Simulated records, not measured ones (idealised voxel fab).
process module | voxel fin reveal
cross-section cut | 290 nm wide | cells 5 nm
A cross-section is a grid of square cells, given in bands from the top down. A band is one or more rows of cells.
Each band's line starts with the height of the band's top and of its bottom, in nm. Then come its materials from left to right, each with its width in nm. One material with "throughout" fills the band from edge to edge. "air" is empty space.
Height 0 is the level under which the wafer as received is all one material. The lowest band goes on downwards, as in "0 down".
A width such as "30 to 40" changes by the same amount from each row of cells to the next, from the band's top row to its bottom row.
"no change" after a step means that no cell of the cross-section changed.
closed voids: empty space of 8 cells or more with no open way to the top, each as width x height at its distance from the left edge, in nm
after a step's settings: what the simulator itself notes on the step
overlay nm, on a step with a mask: how far to the right of its planned place the mask lay; to the left if negative
plan
1 op RECEIVE | material Si
2 op CONFORMAL_DEP | material SiN | thk nm 5
3 op DIRECTIONAL_DEP | material aC | thk nm 15
4 op PATTERN | tone cover | mask id FINS | material resist | width nm 15 | pitch nm 35 | thk nm 30 | overlay nm 0
5 op DIRECTIONAL_ETCH | etch materials aC | depth nm 15
6 op STRIP | etch materials resist
7 op DIRECTIONAL_ETCH | etch materials SiN | depth nm 5
8 op DIRECTIONAL_ETCH | etch materials Si | depth nm 35
9 op STRIP | etch materials aC
10 op OXIDIZE | depth nm 5
11 op FILL_DEP | material SiO2 | thk nm 15
12 op CMP | height nm 5
13 op SELECTIVE_ETCH | etch materials SiO2 | depth nm 25
14 op STRIP | etch materials SiN
15 op CONFORMAL_DEP | material SiO2 | thk nm 5
first wafer, as planned
as received, after step 1
  0 down: Si throughout
  closed voids: none
after step 2
  5 to 0: SiN throughout
  below 0: unchanged
after step 3
  20 to 5: aC throughout
  below 5: unchanged
after step 4
  50 to 20: air 85 | resist 15 | air 20 | resist 15 | air 20 | resist 15 | air 20 | resist 15 | air 85
  below 20: unchanged
after step 5
  35 to 20: air 85 | resist 15 | air 20 | resist 15 | air 20 | resist 15 | air 20 | resist 15 | air 85
  20 to 5: air 85 | aC 15 | air 20 | aC 15 | air 20 | aC 15 | air 20 | aC 15 | air 85
  below 5: unchanged
after step 6
  20 to 5: air 85 | aC 15 | air 20 | aC 15 | air 20 | aC 15 | air 20 | aC 15 | air 85
  below 5: unchanged
after step 7
  20 to 5: air 85 | aC 15 | air 20 | aC 15 | air 20 | aC 15 | air 20 | aC 15 | air 85
  5 to 0: air 85 | SiN 15 | air 20 | SiN 15 | air 20 | SiN 15 | air 20 | SiN 15 | air 85
  below 0: unchanged
after step 8
  20 to 5: air 85 | aC 15 | air 20 | aC 15 | air 20 | aC 15 | air 20 | aC 15 | air 85
  5 to 0: air 85 | SiN 15 | air 20 | SiN 15 | air 20 | SiN 15 | air 20 | SiN 15 | air 85
  0 to -35: air 85 | Si 15 | air 20 | Si 15 | air 20 | Si 15 | air 20 | Si 15 | air 85
  below -35: unchanged
after step 9
  5 to 0: air 85 | SiN 15 | air 20 | SiN 15 | air 20 | SiN 15 | air 20 | SiN 15 | air 85
  below 0: unchanged
after step 10
  5 to 0: air 85 | SiN 15 | air 20 | SiN 15 | air 20 | SiN 15 | air 20 | SiN 15 | air 85
  0 to -35: air 85 | SiO2 5 | Si 5 | SiO2 5 | air 20 | SiO2 5 | Si 5 | SiO2 5 | air 20 | SiO2 5 | Si 5 | SiO2 5 | air 20 | SiO2 5 | Si 5 | SiO2 5 | air 85
  -35 to -40: SiO2 90 | Si 5 | SiO2 30 | Si 5 | SiO2 30 | Si 5 | SiO2 30 | Si 5 | SiO2 90
  below -40: unchanged
after step 11
  20 to 5: SiO2 throughout
  5 to 0: SiO2 85 | SiN 15 | SiO2 20 | SiN 15 | SiO2 20 | SiN 15 | SiO2 20 | SiN 15 | SiO2 85
  0 to -40: SiO2 90 | Si 5 | SiO2 30 | Si 5 | SiO2 30 | Si 5 | SiO2 30 | Si 5 | SiO2 90
  below -40: unchanged
after step 12
  5 to 0: SiO2 85 | SiN 15 | SiO2 20 | SiN 15 | SiO2 20 | SiN 15 | SiO2 20 | SiN 15 | SiO2 85
  below 0: unchanged
after step 13
  5 to 0: air 85 | SiN 15 | air 20 | SiN 15 | air 20 | SiN 15 | air 20 | SiN 15 | air 85
  0 to -20: air 90 | Si 5 | air 30 | Si 5 | air 30 | Si 5 | air 30 | Si 5 | air 90
  below -20: unchanged
after step 14
  0 to -20: air 90 | Si 5 | air 30 | Si 5 | air 30 | Si 5 | air 30 | Si 5 | air 90
  below -20: unchanged
after step 15
  5 to 0: air 85 | SiO2 15 | air 20 | SiO2 15 | air 20 | SiO2 15 | air 20 | SiO2 15 | air 85
  0 to -15: air 85 | SiO2 5 | Si 5 | SiO2 5 | air 20 | SiO2 5 | Si 5 | SiO2 5 | air 20 | SiO2 5 | Si 5 | SiO2 5 | air 20 | SiO2 5 | Si 5 | SiO2 5 | air 85
  -15 to -40: SiO2 90 | Si 5 | SiO2 30 | Si 5 | SiO2 30 | Si 5 | SiO2 30 | Si 5 | SiO2 90
  below -40: unchanged
second wafer: like start, like plan, one mistake. Through step 12 it matches the first wafer
when step 13 should have ended
  5 to 0: SiO2 85 | air 15 | SiO2 20 | air 15 | SiO2 20 | air 15 | SiO2 20 | air 15 | SiO2 85
  below 0: unchanged
when step 14 should have ended
  0 to -20: air 90 | Si 5 | air 30 | Si 5 | air 30 | Si 5 | air 30 | Si 5 | air 90
  -20 to -25: SiO2 60 | air 30 | Si 5 | air 30 | Si 5 | air 30 | Si 5 | air 30 | Si 5 | air 30 | SiO2 60
  below -25: unchanged
when step 15 should have ended
  5 to 0: air 85 | SiO2 15 | air 20 | SiO2 15 | air 20 | SiO2 15 | air 20 | SiO2 15 | air 85
  0 to -15: air 85 | SiO2 5 | Si 5 | SiO2 5 | air 20 | SiO2 5 | Si 5 | SiO2 5 | air 20 | SiO2 5 | Si 5 | SiO2 5 | air 20 | SiO2 5 | Si 5 | SiO2 5 | air 85
  -15 to -20: SiO2 65 | air 20 | SiO2 5 | Si 5 | SiO2 5 | air 20 | SiO2 5 | Si 5 | SiO2 5 | air 20 | SiO2 5 | Si 5 | SiO2 5 | air 20 | SiO2 5 | Si 5 | SiO2 5 | air 20 | SiO2 65
  -20 to -40: SiO2 90 | Si 5 | SiO2 30 | Si 5 | SiO2 30 | Si 5 | SiO2 30 | Si 5 | SiO2 90
  below -40: unchanged
what went wrong: steps 13 and 14 were swapped
at the end the second wafer has, in cells: 20 fewer of SiO2
